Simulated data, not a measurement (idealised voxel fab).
Process module heading - voxel self aligned vias
Cross-sectional view cut (width: 165 nm; square cell size: 5 nm).
Reading order for cross-sections: top band down to bottom band. Underlying form: a grid of square cells. Band size: one or more rows of cells. A band entry consists of two parts. The first gives the height of the band's top and the height of its bottom, in nm. The rest lists the band's materials from left to right, each with its width in nm. A single material labelled with the word "edge to edge" fills the band from edge to edge, and the word "blank" marks empty space. Note: height 0 marks the level under which the wafer is uniformly one material as received. Lowest band unbounded below, written "0 down". Quick explanation for "30 to 40": the width changes in equal steps down the rows of cells, from the first number in the band's top row to the second number in its bottom row. When a step is marked "no modification", none of the cells in the cross-section changed during that step. For the entry "Enclosed void list", the listed items are empty spaces with no open way to the top whose size is 8 cells or more; each item follows the pattern width x height at distance, where distance is from the left edge and all three are in nm. On each step's line, the part that comes after the settings is the simulator's own comment on the step. The line of a step may include "overlay nm". On a step with a mask, this value is how far to the right of its planned place the mask lay. A negative value means the mask lay to the left.
-- Steps in the process plan
step 1: op RECEIVE | material Si
step 2: op CONFORMAL_DEP | material SiO2 | thk nm 15
step 3: op CONFORMAL_DEP | material SiCN | thk nm 5
step 4: op DIRECTIONAL_DEP | material lowk | thk nm 20
step 5: op PATTERN | tone open | mask id LINES | material resist | width nm 20 | pitch nm 60 | thk nm 15 | overlay nm 0
step 6: op DIRECTIONAL_ETCH | etch materials lowk | depth nm 20
step 7: op STRIP | etch materials resist
step 8: op CONFORMAL_DEP | material TiN | thk nm 5
step 9: op FILL_DEP | material Ru | thk nm 10
step 10: op CMP | height nm 40
step 11: op SELECTIVE_ETCH | etch materials W Ru TiN | depth nm 5
step 12: op FILL_DEP | material SiN | thk nm 10
step 13: op CMP | height nm 40
step 14: op DIRECTIONAL_DEP | material lowk | thk nm 20
step 15: op MASKED_ETCH | tone open | mask id VIAS | width nm 40 | etch materials lowk | depth nm 20 | overlay nm 0
step 16: op MASKED_ETCH | tone open | mask id VIAS | width nm 40 | etch materials SiN | depth nm 5 | overlay nm 0
step 17: op CONFORMAL_DEP | material TiN | thk nm 5
step 18: op FILL_DEP | material W | thk nm 10
step 19: op CMP | height nm 60
step 20: op CONFORMAL_DEP | material SiCN | thk nm 5
-- Incoming wafer, cross-sectional view, post step 1
0 down | Si edge to edge
Enclosed void list: none
-- Cross-sectional view of the first of the two wafers upon completion of the module, processed in accordance with the plan
65 to 60 | SiCN edge to edge
60 to 45 | lowk=30  TiN=5  W=30  TiN=5  lowk=95
45 to 40 | lowk=30  TiN=15  W=10  TiN=15  lowk=95
40 to 35 | lowk=40  TiN=20  lowk=40  SiN=20  lowk=45
35 to 25 | lowk=40  TiN=5  Ru=10  TiN=5  lowk=40  TiN=5  Ru=10  TiN=5  lowk=45
25 to 20 | lowk=40  TiN=20  lowk=40  TiN=20  lowk=45
20 to 15 | SiCN edge to edge
15 to 0 | SiO2 edge to edge
0 down | Si edge to edge
Enclosed void list: none
-- Module end: cross-section of wafer two of two. Same start and process plan as the first wafer. One mistake during execution
65 to 60 | SiCN edge to edge
60 to 45 | lowk=30  TiN=5  W=30  TiN=5  lowk=95
45 to 40 | lowk=30  TiN=15  W=10  TiN=15  lowk=95
40 to 35 | lowk=40  TiN=20  lowk=40  SiN=20  lowk=45
35 to 25 | lowk=40  TiN=5  SiN=10  TiN=5  lowk=40  TiN=5  SiN=10  TiN=5  lowk=45
25 to 20 | lowk=40  TiN=20  lowk=40  TiN=20  lowk=45
20 to 15 | SiCN edge to edge
15 to 0 | SiO2 edge to edge
0 down | Si edge to edge
Enclosed void list: none
Processing error: step 9, actual vs plan mismatch, actual run op FILL_DEP | material SiN | thk nm 10
Final wafer comparison in cells, second versus first, more or fewer per material: Ru: 8 fewer; SiN: 8 more
